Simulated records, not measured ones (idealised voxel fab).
process module | voxel self aligned vias
Section cut is 255 nm wide and gridded with 5 nm square cells.
In this document a cross-section is written as a grid of square cells. It is given as a series of bands, listed from the top down, and a band is one or more rows of cells.
Heights first: top, then bottom, in nm. Then materials, left to right, each with a width in nm. "all across" on a single material: fills the band edge to edge. "blank": empty space.
The level at which height equals 0 is the one under which the wafer, as it arrives, is entirely one material. No lower edge exists for the bottom band, which continues downward and is notated as in "0 -> down".
A width such as "30->40" changes by the same amount from each row of cells to the next, from the band's top row to its bottom row.
"left unchanged" means the step left every cell of the cross-section as it was.
In the "Cavities, sealed" entry, you get each enclosed empty space of 8 cells or more, one with no open way to the top, written width x height at distance, distance from the left edge, in nm.
Anything after a step's settings on that line? It's the simulator's own note about the step.
"overlay nm" on a masked step: distance the mask lay right of its planned place, negative for left.
## This section lists the process steps that were planned
1,RECEIVE [material Si]
2,CONFORMAL_DEP [material SiO2] [thk nm 15]
3,CONFORMAL_DEP [material SiCN] [thk nm 5]
4,DIRECTIONAL_DEP [material SiO2] [thk nm 25]
5,PATTERN [tone open] [mask id LINES] [material resist] [width nm 25] [pitch nm 65] [thk nm 20] [overlay nm 0]
6,DIRECTIONAL_ETCH [etch materials SiO2] [depth nm 25]
7,STRIP [etch materials resist]
8,CONFORMAL_DEP [material TiN] [thk nm 5]
9,FILL_DEP [material W] [thk nm 10]
10,CMP [height nm 45]
11,SELECTIVE_ETCH [etch materials W Ru TiN] [depth nm 5]
12,FILL_DEP [material SiN] [thk nm 10]
13,CMP [height nm 45]
14,DIRECTIONAL_DEP [material SiO2] [thk nm 20]
15,DIRECTIONAL_DEP [material aC] [thk nm 15]
16,PATTERN [tone open] [mask id VIAS] [material resist] [width nm 45] [pitch nm 65] [thk nm 30] [overlay nm 0]
17,DIRECTIONAL_ETCH [etch materials aC] [depth nm 15]
18,STRIP [etch materials resist]
19,DIRECTIONAL_ETCH [etch materials SiO2] [depth nm 20]
20,DIRECTIONAL_ETCH [etch materials SiN] [depth nm 5]
21,STRIP [etch materials aC]
22,CONFORMAL_DEP [material TiN] [thk nm 5]
23,FILL_DEP [material W] [thk nm 5]
24,CMP [height nm 65]
25,CONFORMAL_DEP [material SiN] [thk nm 5]
## Cross-section of the wafer at receipt, which is the condition after step 1
    0 -> down = Si all across
    Cavities, sealed: none
## The first of two wafers, cross-sectioned at the end of the module, with the run proceeding as planned
    70 -> 65 = SiN all across
    65 -> 50 = SiO2 (40) / TiN (5) / W (35) / TiN (5) / SiO2 (20) / TiN (5) / W (35) / TiN (5) / SiO2 (20) / TiN (5) / W (35) / TiN (5) / SiO2 (40)
    50 -> 45 = SiO2 (40) / TiN (15) / W (15) / TiN (15) / SiO2 (20) / TiN (15) / W (15) / TiN (15) / SiO2 (20) / TiN (15) / W (15) / TiN (15) / SiO2 (40)
    45 -> 40 = SiO2 (50) / TiN (25) / SiO2 (40) / TiN (25) / SiO2 (40) / TiN (25) / SiO2 (50)
    40 -> 25 = SiO2 (50) / TiN (5) / W (15) / TiN (5) / SiO2 (40) / TiN (5) / W (15) / TiN (5) / SiO2 (40) / TiN (5) / W (15) / TiN (5) / SiO2 (50)
    25 -> 20 = SiO2 (50) / TiN (25) / SiO2 (40) / TiN (25) / SiO2 (40) / TiN (25) / SiO2 (50)
    20 -> 15 = SiCN all across
    15 -> 0 = SiO2 all across
    0 -> down = Si all across
    Cavities, sealed: none
## Presented here is a cross-section of the second of the two wafers as it stood at the end of the module. It was started in the same manner and assigned the same plan as the first wafer; however, one mistake was made in its execution
    70 -> 65 = SiN all across
    65 -> 50 = SiO2 (45) / TiN (5) / W (25) / TiN (5) / SiO2 (30) / TiN (5) / W (25) / TiN (5) / SiO2 (30) / TiN (5) / W (25) / TiN (5) / SiO2 (45)
    50 -> 45 = SiO2 (45) / TiN (10) / W (15) / TiN (10) / SiO2 (30) / TiN (10) / W (15) / TiN (10) / SiO2 (30) / TiN (10) / W (15) / TiN (10) / SiO2 (45)
    45 -> 40 = SiO2 (50) / TiN (25) / SiO2 (40) / TiN (25) / SiO2 (40) / TiN (25) / SiO2 (50)
    40 -> 25 = SiO2 (50) / TiN (5) / W (15) / TiN (5) / SiO2 (40) / TiN (5) / W (15) / TiN (5) / SiO2 (40) / TiN (5) / W (15) / TiN (5) / SiO2 (50)
    25 -> 20 = SiO2 (50) / TiN (25) / SiO2 (40) / TiN (25) / SiO2 (40) / TiN (25) / SiO2 (50)
    20 -> 15 = SiCN all across
    15 -> 0 = SiO2 all across
    0 -> down = Si all across
    Cavities, sealed: none
what went wrong: step 16 ran with different settings than intended, the actual operation and settings being PATTERN [tone open] [mask id VIAS] [material resist] [width nm 35] [pitch nm 65] [thk nm 30] [overlay nm 0]
Wrapping up, a cell-based count of both wafers puts the second over or under the first for these materials: SiO2 +24, TiN -6, W -18
